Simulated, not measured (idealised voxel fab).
process module | voxel gate over fins
cross-section cut | 185 nm wide | cells 5 nm
A cross-section is a grid of square cells, given in bands from the top down. A band is one or more rows of cells.
Each band's line starts with the height of the band's top and of its bottom, in nm. Then come its materials from left to right, each with its width in nm. One material with "throughout" fills the band from edge to edge. "air" is empty space.
Height 0 is the level under which the wafer as received is all one material. The lowest band goes on downwards, as in "0 down".
A width such as "30 to 40" changes by the same amount from each row of cells to the next, from the band's top row to its bottom row.
"no change" after a step means that no cell of the cross-section changed.
closed voids: empty space of 8 cells or more with no open way to the top, each as width x height at its distance from the left edge, in nm
after a step's settings: what the simulator itself notes on the step
overlay nm, on a step with a mask: how far to the right of its planned place the mask lay; to the left if negative
plan
1 op RECEIVE | material Si
2 op CONFORMAL_DEP | material SiN | thk nm 5
3 op DIRECTIONAL_DEP | material aC | thk nm 15
4 op PATTERN | tone cover | mask id FINS | material resist | width nm 15 | pitch nm 45 | thk nm 35 | overlay nm 0
5 op DIRECTIONAL_ETCH | etch materials aC | depth nm 15
6 op STRIP | etch materials resist
7 op DIRECTIONAL_ETCH | etch materials SiN | depth nm 5
8 op DIRECTIONAL_ETCH | etch materials Si | depth nm 30
9 op STRIP | etch materials aC
10 op OXIDIZE | depth nm 5
11 op FILL_DEP | material SiO2 | thk nm 5
12 op CMP | height nm 5
13 op SELECTIVE_ETCH | etch materials SiO2 | depth nm 20
14 op STRIP | etch materials SiN
15 op CONFORMAL_DEP | material HfO2 | thk nm 5
16 op CONFORMAL_DEP | material TiN | thk nm 5
17 op FILL_DEP | material W | thk nm 15
18 op CMP | height nm 20
19 op CONFORMAL_DEP | material SiCN | thk nm 5
as received, after step 1
  0 down: Si throughout
  closed voids: none
a wafer at the end: this start, this plan, one mistake
  25 to 20: SiCN throughout
  20 to 10: W throughout
  10 to 5: W 35 | TiN 25 | W 20 | TiN 25 | W 20 | TiN 25 | W 35
  5 to 0: W 35 | TiN 5 | HfO2 15 | TiN 5 | W 20 | TiN 5 | HfO2 15 | TiN 5 | W 20 | TiN 5 | HfO2 15 | TiN 5 | W 35
  0 to -25: W 35 | TiN 5 | HfO2 5 | Si 5 | HfO2 5 | TiN 5 | W 20 | TiN 5 | HfO2 5 | Si 5 | HfO2 5 | TiN 5 | W 20 | TiN 5 | HfO2 5 | Si 5 | HfO2 5 | TiN 5 | W 35
  -25 to -30: TiN 40 | HfO2 5 | Si 5 | HfO2 5 | TiN 30 | HfO2 5 | Si 5 | HfO2 5 | TiN 30 | HfO2 5 | Si 5 | HfO2 5 | TiN 40
  -30 to -35: HfO2 45 | Si 5 | HfO2 40 | Si 5 | HfO2 40 | Si 5 | HfO2 45
  -35 down: Si throughout
  closed voids: none
what went wrong: step 13 was run twice
